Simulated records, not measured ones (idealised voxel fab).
Process module, titled voxel capacitor over wiring
Square cells of 5 nm make up the cross-section cut, whose width is 260 nm.
If you're reading a cross-section in this doc, picture square cells in a grid; it comes to you as bands, top ones listed first down to the bottom, and a band can be one or more rows of cells.
What a band's entry tells you: where the top is and where the bottom is, as heights in nm, and after that what lies inside, material by material from left to right, each with its width in nm. Empty space is written as the word "blank", and a single material marked with the word "edge to edge" occupies the band from edge to edge.
Height reference: 0 = level under which incoming wafer is all one material. Lowest band: no bottom, runs on downward, e.g. "0 -> down".
Quick explanation for "30 to 40": the width changes in equal steps down the rows of cells, from the first number in the band's top row to the second number in its bottom row.
"everything unchanged", as given for a step, is the statement that not any cell of the cross-section underwent a change during that step.
In the "Enclosed void list" entry, you get each enclosed empty space of 8 cells or more, one with no open way to the top, written width x height at distance, distance from the left edge, in nm.
What comes after the settings on a step's line is commentary from the simulator itself on that step.
On any step carrying a mask, the "overlay nm" setting, if present on the step's line, tells how far right of its planned place the mask lay; negative values point to the left.

plan
1) RECEIVE [material Si]
2) CONFORMAL_DEP [material SiO2] [thk nm 10]
3) DIRECTIONAL_DEP [material TiN] [thk nm 5]
4) DIRECTIONAL_DEP [material W] [thk nm 20]
5) DIRECTIONAL_DEP [material aC] [thk nm 15]
6) PATTERN [tone cover] [mask id METAL_1] [material resist] [width nm 25] [pitch nm 90] [thk nm 35] [overlay nm 0]
7) DIRECTIONAL_ETCH [etch materials aC] [depth nm 15]
8) STRIP [etch materials resist]
9) DIRECTIONAL_ETCH [etch materials W] [depth nm 20]
10) DIRECTIONAL_ETCH [etch materials TiN] [depth nm 5]
11) STRIP [etch materials aC]
12) FILL_DEP [material lowk] [thk nm 5]
13) CMP [height nm 35]
14) CONFORMAL_DEP [material SiCN] [thk nm 5]
15) DIRECTIONAL_DEP [material lowk] [thk nm 10]
16) MASKED_ETCH [tone open] [mask id PLUG_1] [width nm 15] [etch materials lowk] [depth nm 5] [overlay nm 0]
17) MASKED_ETCH [tone open] [mask id PLUG_1] [width nm 15] [etch materials SiCN] [depth nm 5] [overlay nm 0]
18) EPI [material Ru] [thk nm 10]
19) EPI [material Ru] [thk nm 5]
20) DIRECTIONAL_DEP [material TiN] [thk nm 10]
21) DIRECTIONAL_DEP [material Al2O3] [thk nm 5]
22) DIRECTIONAL_DEP [material TiN] [thk nm 10]
23) PATTERN [tone cover] [mask id UPPER_PLATE] [material resist] [width nm 70] [thk nm 20] [overlay nm 0]
24) DIRECTIONAL_ETCH [etch materials TiN] [depth nm 10]
25) DIRECTIONAL_ETCH [etch materials Al2O3] [depth nm 5]
26) STRIP [etch materials resist]
27) PATTERN [tone cover] [mask id LOWER_PLATE] [material resist] [width nm 80] [thk nm 15] [overlay nm 0]
28) DIRECTIONAL_ETCH [etch materials TiN] [depth nm 10]
29) STRIP [etch materials resist]
30) FILL_DEP [material SiO2] [thk nm 20]
31) CMP [height nm 90]
32) PATTERN [tone open] [mask id PLUG_2] [material resist] [width nm 15] [thk nm 15] [overlay nm 0]
33) DIRECTIONAL_ETCH [etch materials SiO2] [depth nm 15]
34) STRIP [etch materials resist]
35) CONFORMAL_DEP [material TiN] [thk nm 5]
36) FILL_DEP [material W] [thk nm 5]
37) CMP [height nm 90]
38) CONFORMAL_DEP [material SiCN] [thk nm 5]
It is noted that the wafers described herein are identical at the outset and are distinguished by the depth nm of step 16; the value stated in the plan corresponds to the first wafer.

Incoming state of the first of several wafers in cross-section: after step 1
* 0 -> down = Si edge to edge
* Enclosed void list: none

Per wafer (row), end of module: delta in cells per material since receipt, (+) for gained, (-) for lost; closed voids after that
depth nm 5 | +14 Al2O3 | +104 SiCN | +440 SiO2 | +77 TiN | +42 W | +311 lowk | Enclosed void list: none
depth nm 10 | +14 Al2O3 | +9 Ru | +101 SiCN | +437 SiO2 | +77 TiN | +42 W | +308 lowk | Enclosed void list: none
depth nm 15 | +14 Al2O3 | +9 Ru | +101 SiCN | +437 SiO2 | +77 TiN | +42 W | +308 lowk | Enclosed void list: none
depth nm 20 | +14 Al2O3 | +9 Ru | +101 SiCN | +437 SiO2 | +77 TiN | +42 W | +308 lowk | Enclosed void list: none
depth nm 25 | +14 Al2O3 | +9 Ru | +101 SiCN | +437 SiO2 | +77 TiN | +42 W | +308 lowk | Enclosed void list: none
